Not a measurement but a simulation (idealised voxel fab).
process module | voxel capacitor over wiring
cross-section cut | 240 nm wide | cells 5 nm
A cross-section is a grid of square cells, given in bands from the top down. A band is one or more rows of cells.
Each band's line starts with the height of the band's top and of its bottom, in nm. Then come its materials from left to right, each with its width in nm. One material with "throughout" fills the band from edge to edge. "air" is empty space.
Height 0 is the level under which the wafer as received is all one material. The lowest band goes on downwards, as in "0 down".
A width such as "30 to 40" changes by the same amount from each row of cells to the next, from the band's top row to its bottom row.
"no change" after a step means that no cell of the cross-section changed.
closed voids: empty space of 8 cells or more with no open way to the top, each as width x height at its distance from the left edge, in nm
after a step's settings: what the simulator itself notes on the step
overlay nm, on a step with a mask: how far to the right of its planned place the mask lay; to the left if negative
plan
1 op RECEIVE | material Si
2 op CONFORMAL_DEP | material SiO2 | thk nm 15
3 op DIRECTIONAL_DEP | material TiN | thk nm 5
4 op DIRECTIONAL_DEP | material W | thk nm 15
5 op MASKED_ETCH | tone cover | mask id METAL_1 | width nm 30 | pitch nm 90 | etch materials W | depth nm 15 | overlay nm 0
6 op MASKED_ETCH | tone cover | mask id METAL_1 | width nm 20 | pitch nm 90 | etch materials TiN | depth nm 5 | overlay nm 0
7 op FILL_DEP | material SiO2 | thk nm 10
8 op CMP | height nm 35
9 op CONFORMAL_DEP | material SiCN | thk nm 5
10 op DIRECTIONAL_DEP | material lowk | thk nm 20
11 op PATTERN | tone open | mask id PLUG_1 | material resist | width nm 15 | thk nm 20 | overlay nm 0
12 op DIRECTIONAL_ETCH | etch materials lowk | depth nm 20
13 op DIRECTIONAL_ETCH | etch materials SiCN | depth nm 5
14 op STRIP | etch materials resist
15 op EPI | material Ru | thk nm 10
16 op EPI | material Ru | thk nm 10
17 op EPI | material Ru | thk nm 5
18 op DIRECTIONAL_DEP | material TiN | thk nm 5
19 op DIRECTIONAL_DEP | material SiN | thk nm 5
20 op DIRECTIONAL_DEP | material TiN | thk nm 10
21 op PATTERN | tone cover | mask id UPPER_PLATE | material resist | width nm 65 | thk nm 15 | overlay nm 0
22 op DIRECTIONAL_ETCH | etch materials TiN | depth nm 10
23 op DIRECTIONAL_ETCH | etch materials SiN | depth nm 5
24 op STRIP | etch materials resist
25 op MASKED_ETCH | tone cover | mask id LOWER_PLATE | width nm 75 | etch materials TiN | depth nm 5 | overlay nm 0
26 op FILL_DEP | material SiO2 | thk nm 15
27 op CMP | height nm 90
28 op DIRECTIONAL_DEP | material aC | thk nm 10
29 op PATTERN | tone open | mask id PLUG_2 | material resist | width nm 15 | thk nm 25 | overlay nm 0
30 op DIRECTIONAL_ETCH | etch materials aC | depth nm 10
31 op STRIP | etch materials resist
32 op DIRECTIONAL_ETCH | etch materials SiO2 | depth nm 10
33 op STRIP | etch materials aC
34 op CONFORMAL_DEP | material TiN | thk nm 5
35 op FILL_DEP | material Ru | thk nm 5
36 op CMP | height nm 90
37 op CONFORMAL_DEP | material SiN | thk nm 5
varied across the wafers: width nm of step 6. The plan shows the first wafer's value. All wafers start alike
first wafer as received, after step 1
  0 down: Si throughout
  closed voids: none
first wafer at the end, after step 37
  95 to 90: SiN throughout
  90 to 85: SiO2 85 | TiN 5 | Ru 5 | TiN 5 | SiO2 140
  85 to 80: SiO2 85 | TiN 15 | SiO2 140
  80 to 70: SiO2 75 | TiN 65 | SiO2 100
  70 to 65: SiO2 75 | SiN 65 | SiO2 100
  65 to 60: SiO2 70 | TiN 75 | SiO2 95
  60 to 40: lowk 75 | Ru 15 | lowk 150
  40 to 35: SiCN 75 | Ru 15 | SiCN 150
  35 to 20: SiO2 60 | W 30 | SiO2 60 | W 30 | SiO2 60
  20 to 15: SiO2 60 | TiN 30 | SiO2 60 | TiN 30 | SiO2 60
  15 to 0: SiO2 throughout
  0 down: Si throughout
  closed voids: none
last wafer at the end
  95 to 90: SiN throughout
  90 to 85: SiO2 85 | TiN 5 | Ru 5 | TiN 5 | SiO2 140
  85 to 80: SiO2 85 | TiN 15 | SiO2 140
  80 to 70: SiO2 75 | TiN 65 | SiO2 100
  70 to 65: SiO2 75 | SiN 65 | SiO2 100
  65 to 60: SiO2 70 | TiN 75 | SiO2 95
  60 to 40: lowk 75 | Ru 15 | lowk 150
  40 to 35: SiCN 75 | Ru 15 | SiCN 150
  35 to 20: SiO2 60 | W 30 | SiO2 60 | W 30 | SiO2 60
  20 to 15: SiO2 55 | TiN 45 | SiO2 45 | TiN 45 | SiO2 50
  15 to 0: SiO2 throughout
  0 down: Si throughout
  closed voids: none
each wafer at the end: cells of each material gained (+) or lost (-) since it was received, then its closed voids
width nm 20 | +16 Ru | +45 SiCN | +61 SiN | +516 SiO2 | +58 TiN | +36 W | +180 lowk | closed voids: none
width nm 25 | +16 Ru | +45 SiCN | +61 SiN | +516 SiO2 | +58 TiN | +36 W | +180 lowk | closed voids: none
width nm 30 | +16 Ru | +45 SiCN | +61 SiN | +516 SiO2 | +58 TiN | +36 W | +180 lowk | closed voids: none
width nm 35 | +16 Ru | +45 SiCN | +61 SiN | +514 SiO2 | +60 TiN | +36 W | +180 lowk | closed voids: none
width nm 40 | +16 Ru | +45 SiCN | +61 SiN | +512 SiO2 | +62 TiN | +36 W | +180 lowk | closed voids: none
width nm 45 | +16 Ru | +45 SiCN | +61 SiN | +510 SiO2 | +64 TiN | +36 W | +180 lowk | closed voids: none
